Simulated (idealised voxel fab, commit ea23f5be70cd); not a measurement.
The process module that follows is named voxel capacitor over wiring.
Square cells of 5 nm make up the cross-section cut, whose width is 245 nm.
When this document writes out a cross-section, it uses a grid of square cells and lists it as bands, beginning at the top and moving down, with a band standing for one or more rows of cells.
Top, bottom (nm), then materials left to right with widths (nm); lone material tagged "everywhere" fills the whole band edge to edge; "blank" = empty space.
Heights from 0 (as-received wafer is one material below). Bottom band endless downward, as "0 and below".
A width such as "30..40" changes by the same amount from each row of cells to the next, from the band's top row to its bottom row.
"no modification" -> step changed no cross-section cell.
For the entry "Fully sealed voids", the listed items are empty spaces with no open way to the top whose size is 8 cells or more; each item follows the pattern width x height at distance, where distance is from the left edge and all three are in nm.
Whatever follows a step's settings on its line is a remark the simulator itself makes about that step.
overlay nm: on a step with a mask, how far right of its planned place the mask lay; negative means left.

# These are the steps we planned for the process
1) RECEIVE with material Si
2) CONFORMAL_DEP with material SiO2, thk nm 15
3) CONFORMAL_DEP with material SiN, thk nm 5
4) DIRECTIONAL_DEP with material SiO2, thk nm 20
5) DIRECTIONAL_DEP with material aC, thk nm 10
6) PATTERN with tone open, mask id METAL_1, material resist, width nm 25, pitch nm 90, thk nm 25, overlay nm 0
7) DIRECTIONAL_ETCH with etch materials aC, depth nm 10
8) STRIP with etch materials resist
9) DIRECTIONAL_ETCH with etch materials SiO2, depth nm 20
10) DIRECTIONAL_ETCH with etch materials SiN, depth nm 5
11) STRIP with etch materials aC
12) CONFORMAL_DEP with material TiN, thk nm 5
13) FILL_DEP with material W, thk nm 10
14) CMP with height nm 40
15) CONFORMAL_DEP with material SiCN, thk nm 5
16) DIRECTIONAL_DEP with material lowk, thk nm 20
17) MASKED_ETCH with tone open, mask id PLUG_1, width nm 15, etch materials lowk, depth nm 20, overlay nm 0
18) MASKED_ETCH with tone open, mask id PLUG_1, width nm 15, etch materials SiCN, depth nm 5, overlay nm 0
19) CONFORMAL_DEP with material TiN, thk nm 5
20) FILL_DEP with material W, thk nm 5
21) CMP with height nm 65
22) DIRECTIONAL_DEP with material TiN, thk nm 10
23) DIRECTIONAL_DEP with material HfO2, thk nm 5
24) DIRECTIONAL_DEP with material TiN, thk nm 10
25) DIRECTIONAL_DEP with material aC, thk nm 15
26) PATTERN with tone cover, mask id UPPER_PLATE, material resist, width nm 70, thk nm 30, overlay nm 0
27) DIRECTIONAL_ETCH with etch materials aC, depth nm 15
28) STRIP with etch materials resist
29) DIRECTIONAL_ETCH with etch materials TiN, depth nm 10
30) DIRECTIONAL_ETCH with etch materials HfO2, depth nm 5
31) STRIP with etch materials aC
32) DIRECTIONAL_DEP with material aC, thk nm 15
33) PATTERN with tone cover, mask id LOWER_PLATE, material resist, width nm 80, thk nm 30, overlay nm 0
34) DIRECTIONAL_ETCH with etch materials aC, depth nm 15
35) STRIP with etch materials resist
36) DIRECTIONAL_ETCH with etch materials TiN, depth nm 10
37) STRIP with etch materials aC
38) FILL_DEP with material SiO2, thk nm 15
39) CMP with height nm 100
40) DIRECTIONAL_DEP with material aC, thk nm 15
41) PATTERN with tone open, mask id PLUG_2, material resist, width nm 15, thk nm 35, overlay nm 0
42) DIRECTIONAL_ETCH with etch materials aC, depth nm 15
43) STRIP with etch materials resist
44) DIRECTIONAL_ETCH with etch materials SiO2, depth nm 10
45) STRIP with etch materials aC
46) CONFORMAL_DEP with material TiN, thk nm 5
47) FILL_DEP with material Ru, thk nm 10
48) CMP with height nm 100
49) CONFORMAL_DEP with material SiN, thk nm 5

# Delivered wafer in cross-section: state after step 1
> 0 and below | Si everywhere
> Fully sealed voids: none

# Below is the wafer in cross-section after the module was completed. It began from the starting point shown above and followed the plan shown above, except that one mistake was made while running it
> 120 down to 115 | SiN everywhere
> 115 down to 105 | Ru everywhere
> 105 down to 100 | 90 of TiN | 5 of Ru | 150 of TiN
> 100 down to 95 | 85 of SiO2 | 5 of TiN | 5 of Ru | 5 of TiN | 145 of SiO2
> 95 down to 90 | 85 of SiO2 | 15 of TiN | 145 of SiO2
> 90 down to 80 | 75 of SiO2 | 70 of TiN | 100 of SiO2
> 80 down to 75 | 75 of SiO2 | 70 of HfO2 | 100 of SiO2
> 75 down to 65 | 70 of SiO2 | 80 of TiN | 95 of SiO2
> 65 down to 45 | 75 of lowk | 5 of TiN | 5 of W | 5 of TiN | 155 of lowk
> 45 down to 40 | 75 of SiCN | 15 of TiN | 155 of SiCN
> 40 down to 20 | 65 of SiO2 | 5 of TiN | 15 of W | 5 of TiN | 65 of SiO2 | 5 of TiN | 15 of W | 5 of TiN | 65 of SiO2
> 20 down to 15 | 65 of SiN | 25 of TiN | 65 of SiN | 25 of TiN | 65 of SiN
> 15 down to 0 | SiO2 everywhere
> 0 and below | Si everywhere
> Fully sealed voids: none
The plan and the run diverged here: step 48 from the plan never happened, it was just skipped
